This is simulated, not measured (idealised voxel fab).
Process module in this document: voxel wiring stack
Shown is cross-section cut, with a width of 185 nm and square cells of size 5 nm.
Just so we're on the same page, the cross-sections are grids of square cells, and they're listed out in bands top to bottom, each band one or more rows deep.
Heights first: top, then bottom, in nm. Then materials, left to right, each with a width in nm. "edge to edge" on a single material: fills the band edge to edge. "empty": empty space.
Heights are expressed relative to 0, this being the level below which the as-received wafer comprises one material exclusively. The lowest band is unbounded in the downward direction and is denoted as in "top 0, no bottom".
The notation "30->40" denotes a width that varies across the rows of cells in the band, beginning at the first number in the top row, finishing at the second number in the bottom row, and changing by an identical amount from each row to the next.
A step reported as "nothing different" is a step in which no cell of the cross-section changed.
"Closed internal voids" specifies each empty space that is not open to the top and that occupies no fewer than 8 cells, using the form width x height at distance, the distance measured from the left edge and all three quantities in nm.
Anything after a step's settings on that line? It's the simulator's own note about the step.
overlay nm: mask offset rightward from planned place, masked step; negative means leftward offset.
-- The steps planned for the process are as follows
1: RECEIVE | material Si
2: CONFORMAL_DEP | material SiO2 | thk nm 10
3: DIRECTIONAL_DEP | material TiN | thk nm 5
4: DIRECTIONAL_DEP | material Ru | thk nm 25
5: MASKED_ETCH | tone cover | mask id METAL_1 | width nm 20 | pitch nm 45 | etch materials Ru | depth nm 25 | overlay nm 0
6: MASKED_ETCH | tone cover | mask id METAL_1 | width nm 20 | pitch nm 45 | etch materials TiN | depth nm 5 | overlay nm 0
7: CONFORMAL_DEP | material SiCN | thk nm 5
8: FILL_DEP | material SiO2 | thk nm 10
9: CMP | height nm 40
10: CONFORMAL_DEP | material SiCN | thk nm 5
11: DIRECTIONAL_DEP | material SiO2 | thk nm 15
12: MASKED_ETCH | tone open | mask id PLUG_1 | width nm 15 | pitch nm 45 | etch materials SiO2 | depth nm 15 | overlay nm 0
13: MASKED_ETCH | tone open | mask id PLUG_1 | width nm 15 | pitch nm 45 | etch materials SiCN | depth nm 5 | overlay nm 0
14: EPI | material Ru | thk nm 10
15: EPI | material Ru | thk nm 10
16: DIRECTIONAL_DEP | material TiN | thk nm 5
17: DIRECTIONAL_DEP | material Ru | thk nm 20
18: DIRECTIONAL_DEP | material aC | thk nm 15
19: PATTERN | tone cover | mask id METAL_2 | material resist | width nm 20 | pitch nm 45 | thk nm 30 | overlay nm 0
20: DIRECTIONAL_ETCH | etch materials aC | depth nm 15
21: STRIP | etch materials resist
22: DIRECTIONAL_ETCH | etch materials Ru | depth nm 20
23: DIRECTIONAL_ETCH | etch materials TiN | depth nm 5
24: STRIP | etch materials aC
25: FILL_DEP | material lowk | thk nm 5
26: CMP | height nm 85
27: CONFORMAL_DEP | material SiCN | thk nm 5
-- Incoming wafer in cross-section (state: after step 1)
  top 0, no bottom  Si edge to edge
  Closed internal voids: none
-- Cross-sectional view of the first of the two wafers upon completion of the module, processed in accordance with the plan
  top 90, bottom 85  SiCN edge to edge
  top 85, bottom 65  lowk 35 | Ru 20 | lowk 25 | Ru 20 | lowk 25 | Ru 20 | lowk 40
  top 65, bottom 60  lowk 35 | TiN 20 | lowk 25 | TiN 20 | lowk 25 | TiN 20 | lowk 40
  top 60, bottom 45  SiO2 35 | Ru 15 | SiO2 30 | Ru 15 | SiO2 30 | Ru 15 | SiO2 45
  top 45, bottom 40  SiCN 35 | Ru 15 | SiCN 30 | Ru 15 | SiCN 30 | Ru 15 | SiCN 45
  top 40, bottom 15  SiO2 30 | SiCN 5 | Ru 20 | SiCN 5 | SiO2 15 | SiCN 5 | Ru 20 | SiCN 5 | SiO2 15 | SiCN 5 | Ru 20 | SiCN 5 | SiO2 35
  top 15, bottom 10  SiCN 35 | TiN 20 | SiCN 25 | TiN 20 | SiCN 25 | TiN 20 | SiCN 40
  top 10, bottom 0  SiO2 edge to edge
  top 0, no bottom  Si edge to edge
  Closed internal voids: none
-- Module end: cross-section of wafer two of two. Same start and process plan as the first wafer. One mistake during execution
  top 90, bottom 85  SiCN edge to edge
  top 85, bottom 80  lowk 35 | Ru 20 | lowk 25 | Ru 20 | lowk 25 | Ru 20 | lowk 40
  top 80, bottom 75  lowk 35 | Ru 15 | TiN 5 | lowk 25 | Ru 15 | TiN 5 | lowk 25 | Ru 15 | TiN 5 | lowk 40
  top 75, bottom 65  SiO2 35 | Ru 15 | SiO2 30 | Ru 15 | SiO2 30 | Ru 15 | SiO2 45
  top 65, bottom 60  SiO2 35 | TiN 15 | SiO2 30 | TiN 15 | SiO2 30 | TiN 15 | SiO2 45
  top 60, bottom 45  SiO2 edge to edge
  top 45, bottom 40  SiCN edge to edge
  top 40, bottom 15  SiO2 30 | SiCN 5 | Ru 20 | SiCN 5 | SiO2 15 | SiCN 5 | Ru 20 | SiCN 5 | SiO2 15 | SiCN 5 | Ru 20 | SiCN 5 | SiO2 35
  top 15, bottom 10  SiCN 35 | TiN 20 | SiCN 25 | TiN 20 | SiCN 25 | TiN 20 | SiCN 40
  top 10, bottom 0  SiO2 edge to edge
  top 0, no bottom  Si edge to edge
  Closed internal voids: none
Error vs. plan: it should be noted that step 11 of the plan was executed twice
Upon completion, the second wafer contains, in terms of cells, a greater or smaller amount of certain materials than the first wafer: -45 Ru | +9 SiCN | +111 SiO2 | -75 lowk
